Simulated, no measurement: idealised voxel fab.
process module | voxel tone inversion
cross-section cut | 285 nm wide | cells 5 nm
A cross-section is a grid of square cells, given in bands from the top down. A band is one or more rows of cells.
Each band's line starts with the height of the band's top and of its bottom, in nm. Then come its materials from left to right, each with its width in nm. One material with "throughout" fills the band from edge to edge. "air" is empty space.
Height 0 is the level under which the wafer as received is all one material. The lowest band goes on downwards, as in "0 down".
A width such as "30 to 40" changes by the same amount from each row of cells to the next, from the band's top row to its bottom row.
"no change" after a step means that no cell of the cross-section changed.
closed voids: empty space of 8 cells or more with no open way to the top, each as width x height at its distance from the left edge, in nm
after a step's settings: what the simulator itself notes on the step
overlay nm, on a step with a mask: how far to the right of its planned place the mask lay; to the left if negative
plan
1 op RECEIVE | material Si
2 op CONFORMAL_DEP | material SiN | thk nm 10
3 op DIRECTIONAL_DEP | material aC | thk nm 15
4 op PATTERN | tone cover | mask id POSTS | material resist | width nm 20 | pitch nm 45 | thk nm 20 | overlay nm 0
5 op DIRECTIONAL_ETCH | etch materials aC | depth nm 15
6 op STRIP | etch materials resist
7 op FILL_DEP | material SiO2 | thk nm 10
8 op CMP | height nm 25
9 op STRIP | etch materials aC
as received, after step 1
  0 down: Si throughout
  closed voids: none
a wafer at the end: this start, this plan, one mistake
  25 to 10: SiO2 115 | air 15 | SiO2 30 | air 15 | SiO2 110
  10 to 0: SiN throughout
  0 down: Si throughout
  closed voids: none
what went wrong: step 4 ran as: op PATTERN | tone cover | mask id POSTS | material resist | width nm 15 | pitch nm 45 | thk nm 20 | overlay nm 0
